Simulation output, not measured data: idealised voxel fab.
Process module under the name voxel local oxidation
Cross-section cut spans 260 nm and uses square cells 5 nm in size.
Cross-section format: a grid of square cells, given as bands from top to bottom; each band is one or more rows of cells. Read a band's entry like this: the first values are the height of its top and the height of its bottom in nm, and what follows is the sequence of materials from left to right, each with its width in nm. Note that "empty" is empty space, and that a single material marked "all across" reaches across the band from edge to edge. Heights are expressed relative to 0, this being the level below which the as-received wafer comprises one material exclusively. The lowest band is unbounded in the downward direction and is denoted as in "0 -> down". With a width like "30..40", each row of cells in the band differs from the next by the same amount, the top row carrying the first number and the bottom row the second. When a step is marked "stayed the same", none of the cells in the cross-section changed during that step. For the entry "Closed void list", the listed items are empty spaces with no open way to the top whose size is 8 cells or more; each item follows the pattern width x height at distance, where distance is from the left edge and all three are in nm. Formally, on a step line, whatever follows the settings is a remark that the simulator itself makes on the step. Among the settings permitted on a step's line is "overlay nm"; applied to a step with a mask, it specifies the extent to which the mask lay to the right of its planned position, whereas a negative figure signifies a position to the left.
### Below is the list of planned process steps
1 RECEIVE with material Si
2 CONFORMAL_DEP with material SiO2, thk nm 5
3 CONFORMAL_DEP with material SiN, thk nm 10
4 PATTERN with tone cover, mask id ACTIVE, material resist, width nm 105, pitch nm 125, thk nm 20, overlay nm 0
5 DIRECTIONAL_ETCH with etch materials SiN, depth nm 10
6 STRIP with etch materials resist
7 SELECTIVE_ETCH with etch materials SiO2, depth nm 5
8 OXIDIZE with depth nm 15
9 STRIP with etch materials SiN
### As received (post step 1): cross-section
- 0 -> down = Si all across
- Closed void list: none
### The first of two wafers, cross-sectioned at the end of the module, with the run proceeding as planned
- 5 -> 0 = empty (20) | SiO2 (95) | empty (30) | SiO2 (95) | empty (20)
- 0 -> -15 = SiO2 (35) | Si (65) | SiO2 (60) | Si (65) | SiO2 (35)
- -15 -> down = Si all across
- Closed void list: none
### Same start, same plan as the first wafer - but one mistake in the run. Cross-section of the second of the two at the end of the module
- 5 -> 0 = empty (25) | SiO2 (90) | empty (35) | SiO2 (90) | empty (20)
- 0 -> -15 = SiO2 (40) | Si (60) | SiO2 (65) | Si (60) | SiO2 (35)
- -15 -> down = Si all across
- Closed void list: none
Nonconformance to the process plan: for step 4, the planned setting was not used; the step was instead run as PATTERN with tone cover, mask id ACTIVE, material resist, width nm 100, pitch nm 125, thk nm 20, overlay nm 0
Counted in cells at the end, the second wafer holds more or fewer of these materials than the first: Si -6 | SiO2 +4
